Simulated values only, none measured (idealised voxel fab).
Proc. module: voxel self aligned vias
Section cut is 250 nm wide and gridded with 5 nm square cells.
Heads up, the way a cross-section reads in here is a grid of square cells, handed over as bands from the top down, with every band being one or more rows of cells. Top height, bottom height, nm. Materials left to right, width each, nm. Single material + "all across" = fills band edge to edge. "empty" = empty. Heights are expressed relative to 0, this being the level below which the as-received wafer comprises one material exclusively. The lowest band is unbounded in the downward direction and is denoted as in "0..down". Width: "30..40" (first number = top row, second number = bottom row, same change from row to row of cells). Where a step carries "no modification", the cross-section came out of it unchanged, cell for cell. In "Voids, fully enclosed" the enclosed voids are listed, meaning empty spaces of 8 cells or larger without any opening to the top. The form is width x height at distance, distance from the left edge, units nm. Where a step's line continues beyond its settings, the continuation is a remark by the simulator itself on that step. A step line may carry the setting "overlay nm", which, for steps involving a mask, states the distance by which the mask lay to the right of its intended position; negative values denote displacement to the left.
The process steps that were planned are listed below:
1 op RECEIVE | material Si
2 op CONFORMAL_DEP | material SiO2 | thk nm 15
3 op CONFORMAL_DEP | material SiCN | thk nm 5
4 op DIRECTIONAL_DEP | material lowk | thk nm 25
5 op MASKED_ETCH | tone open | mask id LINES | width nm 25 | pitch nm 60 | etch materials lowk | depth nm 25 | overlay nm 0
6 op CONFORMAL_DEP | material TiN | thk nm 5
7 op FILL_DEP | material W | thk nm 5
8 op CMP | height nm 45
9 op SELECTIVE_ETCH | etch materials W Ru TiN | depth nm 10
10 op FILL_DEP | material SiN | thk nm 5
11 op CMP | height nm 45
12 op DIRECTIONAL_DEP | material lowk | thk nm 20
13 op DIRECTIONAL_DEP | material aC | thk nm 10
14 op PATTERN | tone open | mask id VIAS | material resist | width nm 45 | pitch nm 60 | thk nm 30 | overlay nm 0
15 op DIRECTIONAL_ETCH | etch materials aC | depth nm 10
16 op STRIP | etch materials resist
17 op DIRECTIONAL_ETCH | etch materials lowk | depth nm 20
18 op DIRECTIONAL_ETCH | etch materials SiN | depth nm 10
19 op STRIP | etch materials aC
20 op CONFORMAL_DEP | material TiN | thk nm 5
21 op FILL_DEP | material Cu | thk nm 10
22 op CMP | height nm 65
23 op CONFORMAL_DEP | material SiCN | thk nm 5
Wafer cross-section on receipt, i.e. after step 1:
0..down | Si all across
Voids, fully enclosed: none
Wafer cross-section at end of module: start and plan as shown above, one execution error:
70..65 | SiCN all across
65..50 | Cu 65 nm | TiN 5 nm | lowk 45 nm | TiN 5 nm | Cu 5 nm | TiN 5 nm | lowk 45 nm | TiN 5 nm | Cu 70 nm
50..45 | TiN 70 nm | lowk 45 nm | TiN 15 nm | lowk 45 nm | TiN 75 nm
45..35 | lowk 80 nm | SiN 25 nm | lowk 35 nm | SiN 25 nm | lowk 85 nm
35..25 | lowk 80 nm | TiN 5 nm | W 15 nm | TiN 5 nm | lowk 35 nm | TiN 5 nm | W 15 nm | TiN 5 nm | lowk 85 nm
25..20 | lowk 80 nm | TiN 25 nm | lowk 35 nm | TiN 25 nm | lowk 85 nm
20..15 | SiCN all across
15..0 | SiO2 all across
0..down | Si all across
Voids, fully enclosed: none
Deviation from plan: step 14 was run on a setting that differed from the plan, and what really ran there is op PATTERN | tone cover | mask id VIAS | material resist | width nm 45 | pitch nm 60 | thk nm 30 | overlay nm 0
